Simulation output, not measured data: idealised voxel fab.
process module | voxel air gaps
cross-section cut | 190 nm wide | cells 5 nm
A cross-section is a grid of square cells, given in bands from the top down. A band is one or more rows of cells.
Each band's line starts with the height of the band's top and of its bottom, in nm. Then come its materials from left to right, each with its width in nm. One material with "throughout" fills the band from edge to edge. "air" is empty space.
Height 0 is the level under which the wafer as received is all one material. The lowest band goes on downwards, as in "0 down".
A width such as "30 to 40" changes by the same amount from each row of cells to the next, from the band's top row to its bottom row.
"no change" after a step means that no cell of the cross-section changed.
closed voids: empty space of 8 cells or more with no open way to the top, each as width x height at its distance from the left edge, in nm
after a step's settings: what the simulator itself notes on the step
overlay nm, on a step with a mask: how far to the right of its planned place the mask lay; to the left if negative
plan
1 op RECEIVE | material Si
2 op CONFORMAL_DEP | material SiO2 | thk nm 15
3 op CONFORMAL_DEP | material SiCN | thk nm 5
4 op DIRECTIONAL_DEP | material SiO2 | thk nm 30
5 op PATTERN | tone open | mask id LINES | material resist | width nm 15 | pitch nm 45 | thk nm 20 | overlay nm 0
6 op DIRECTIONAL_ETCH | etch materials SiO2 | depth nm 30
7 op STRIP | etch materials resist
8 op CONFORMAL_DEP | material TiN | thk nm 5
9 op FILL_DEP | material W | thk nm 5
10 op CMP | height nm 50
11 op EPI | material Ru | thk nm 10
12 op SELECTIVE_ETCH | etch materials SiO2 | depth nm 40
13 op CONFORMAL_DEP | material SiCN | thk nm 5
as received, after step 1
  0 down: Si throughout
  closed voids: none
first wafer at the end, as planned
  65 to 60: air 25 | SiCN 135 | air 30
  60 to 50: air 25 | SiCN 5 | Ru 35 | SiCN 10 | Ru 35 | SiCN 10 | Ru 35 | SiCN 5 | air 30
  50 to 45: air 25 | SiCN 15 | TiN 5 | W 5 | TiN 5 | SiCN 30 | TiN 5 | W 5 | TiN 5 | SiCN 30 | TiN 5 | W 5 | TiN 5 | SiCN 15 | air 30
  45 to 25: air 35 | SiCN 5 | TiN 5 | W 5 | TiN 5 | SiCN 5 | air 20 | SiCN 5 | TiN 5 | W 5 | TiN 5 | SiCN 5 | air 20 | SiCN 5 | TiN 5 | W 5 | TiN 5 | SiCN 5 | air 40
  25 to 20: SiCN 40 | TiN 15 | SiCN 30 | TiN 15 | SiCN 30 | TiN 15 | SiCN 45
  20 to 15: SiCN throughout
  15 to 0: SiO2 throughout
  0 down: Si throughout
  closed voids: 20 x 20 at 60; 20 x 20 at 105
second wafer at the end: like start, like plan, one mistake
  65 to 60: SiCN throughout
  60 to 50: Ru throughout
  50 to 25: W 35 | TiN 5 | SiO2 15 | TiN 5 | W 20 | TiN 5 | SiO2 15 | TiN 5 | W 20 | TiN 5 | SiO2 15 | TiN 5 | W 40
  25 to 20: TiN 40 | SiO2 15 | TiN 30 | SiO2 15 | TiN 30 | SiO2 15 | TiN 45
  20 to 15: SiCN throughout
  15 to 0: SiO2 throughout
  0 down: Si throughout
  closed voids: none
what went wrong: step 5 ran as: op PATTERN | tone cover | mask id LINES | material resist | width nm 15 | pitch nm 45 | thk nm 20 | overlay nm 0
at the end the second wafer has, in cells: 34 more of Ru | 72 fewer of SiCN | 54 more of SiO2 | 20 more of TiN | 100 more of W
closed voids at the end (first wafer, second wafer): 2, 0
